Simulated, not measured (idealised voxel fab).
The process module that follows is named voxel gate over fins.
Displayed cross-section: cut, width of 250 nm, square cells sized 5 nm.
For the purposes of this document, a cross-section shall be understood as a grid of square cells, specified as bands listed in top-to-bottom order, each band consisting of one or more rows of cells. For a band, the entry starts with two heights in nm, that of the top and then that of the bottom, and carries on with the band's materials in order from left to right, each alongside its width in nm; the word "full width" beside a single material means it fills the band edge to edge, and "blank" means empty space. Heights are expressed relative to 0, this being the level below which the as-received wafer comprises one material exclusively. The lowest band is unbounded in the downward direction and is denoted as in "from 0 down". A two-number width, for instance "30 to 40", indicates that the width is equal to the first number in the top row of the band and to the second number in the bottom row, and that it changes by a constant amount per row of cells. You'll sometimes find "no alteration" written for a step, and that's the way of saying that nowhere in the cross-section did a cell change during that step. "Closed internal cavities": sealed empty spaces, 8 cells or more, no open way to top, listed width x height at distance, with distance from the left edge and width, height and distance in nm. The remark found on a step's line after its settings is issued by the simulator itself and pertains to that step. For masked steps, "overlay nm" on the step line gives how far right of plan the mask actually lay; a minus sign means it lay to the left.
Steps planned for the process:
1) op RECEIVE | material Si
2) op CONFORMAL_DEP | material SiN | thk nm 10
3) op DIRECTIONAL_DEP | material aC | thk nm 15
4) op PATTERN | tone cover | mask id FINS | material resist | width nm 15 | pitch nm 55 | thk nm 35 | overlay nm 0
5) op DIRECTIONAL_ETCH | etch materials aC | depth nm 15
6) op STRIP | etch materials resist
7) op DIRECTIONAL_ETCH | etch materials SiN | depth nm 10
8) op DIRECTIONAL_ETCH | etch materials Si | depth nm 30
9) op STRIP | etch materials aC
10) op OXIDIZE | depth nm 5
11) op FILL_DEP | material SiO2 | thk nm 10
12) op CMP | height nm 10
13) op DIRECTIONAL_DEP | material aC | thk nm 15
14) op PATTERN | tone open | mask id RAIL | material resist | width nm 15 | thk nm 30 | overlay nm 0
15) op DIRECTIONAL_ETCH | etch materials aC | depth nm 15
16) op STRIP | etch materials resist
17) op DIRECTIONAL_ETCH | etch materials SiO2 | depth nm 35
18) op STRIP | etch materials aC
19) op CONFORMAL_DEP | material TiN | thk nm 5
20) op FILL_DEP | material Ru | thk nm 5
21) op CMP | height nm 10
22) op SELECTIVE_ETCH | etch materials W Ru TiN | depth nm 30
23) op FILL_DEP | material SiO2 | thk nm 5
24) op CMP | height nm 10
25) op SELECTIVE_ETCH | etch materials SiO2 | depth nm 20
26) op STRIP | etch materials SiN
27) op CONFORMAL_DEP | material HfO2 | thk nm 5
28) op CONFORMAL_DEP | material TiN | thk nm 5
29) op FILL_DEP | material W | thk nm 15
30) op CMP | height nm 20
31) op CONFORMAL_DEP | material SiN | thk nm 10
varied across the wafers: width nm of step 14. The plan shows the first wafer's value. All wafers start alike
So this is the first of several wafers, cross-sectioned as it came to us, meaning it's at the end of step 1:
    from 0 down = Si full width
    Closed internal cavities: none
At the end of the module, after its last step, step 31, the first of several wafers appears in cross-section as follows:
    from 30 to 20 = SiN full width
    from 20 to 10 = W full width
    from 10 to 5 = 85 nm W, 25 nm TiN, 30 nm W, 25 nm TiN, 85 nm W
    from 5 to 0 = 85 nm W, 5 nm TiN, 15 nm HfO2, 5 nm TiN, 30 nm W, 5 nm TiN, 15 nm HfO2, 5 nm TiN, 85 nm W
    from 0 to -5 = 90 nm TiN, 5 nm HfO2, 5 nm Si, 5 nm HfO2, 40 nm TiN, 5 nm HfO2, 5 nm Si, 5 nm HfO2, 90 nm TiN
    from -5 to -10 = 95 nm HfO2, 5 nm Si, 50 nm HfO2, 5 nm Si, 95 nm HfO2
    from -10 to -20 = 95 nm SiO2, 5 nm Si, 50 nm SiO2, 5 nm Si, 95 nm SiO2
    from -20 to -25 = 95 nm SiO2, 5 nm Si, 15 nm SiO2, 15 nm TiN, 20 nm SiO2, 5 nm Si, 95 nm SiO2
    from -25 to -35 = 95 nm SiO2, 5 nm Si, 50 nm SiO2, 5 nm Si, 95 nm SiO2
    from -35 down = Si full width
    Closed internal cavities: none
So this is the cross-section on the last wafer at the end of the module:
    from 30 to 20 = SiN full width
    from 20 to 10 = W full width
    from 10 to 5 = 85 nm W, 25 nm TiN, 30 nm W, 25 nm TiN, 85 nm W
    from 5 to 0 = 85 nm W, 5 nm TiN, 15 nm HfO2, 5 nm TiN, 30 nm W, 5 nm TiN, 15 nm HfO2, 5 nm TiN, 85 nm W
    from 0 to -5 = 90 nm TiN, 5 nm HfO2, 5 nm Si, 5 nm HfO2, 40 nm TiN, 5 nm HfO2, 5 nm Si, 5 nm HfO2, 90 nm TiN
    from -5 to -10 = 95 nm HfO2, 5 nm Si, 50 nm HfO2, 5 nm Si, 95 nm HfO2
    from -10 to -20 = 95 nm SiO2, 5 nm Si, 50 nm SiO2, 5 nm Si, 95 nm SiO2
    from -20 to -25 = 95 nm SiO2, 5 nm Si, 10 nm SiO2, 30 nm TiN, 10 nm SiO2, 5 nm Si, 95 nm SiO2
    from -25 to -35 = 95 nm SiO2, 5 nm Si, 50 nm SiO2, 5 nm Si, 95 nm SiO2
    from -35 down = Si full width
    Closed internal cavities: none
Below, a row for every wafer. Read it as the end-of-module picture: for each material the wafer shows its cells gained (+) or lost (-) since it was received, and then its closed voids:
width nm 15 | +58 HfO2 | -336 Si | +100 SiN | +237 SiO2 | +61 TiN | +180 W | Closed internal cavities: none
width nm 20 | +58 HfO2 | -336 Si | +100 SiN | +236 SiO2 | +62 TiN | +180 W | Closed internal cavities: none
width nm 25 | +58 HfO2 | -336 Si | +100 SiN | +235 SiO2 | +63 TiN | +180 W | Closed internal cavities: none
width nm 30 | +58 HfO2 | -336 Si | +100 SiN | +234 SiO2 | +64 TiN | +180 W | Closed internal cavities: none
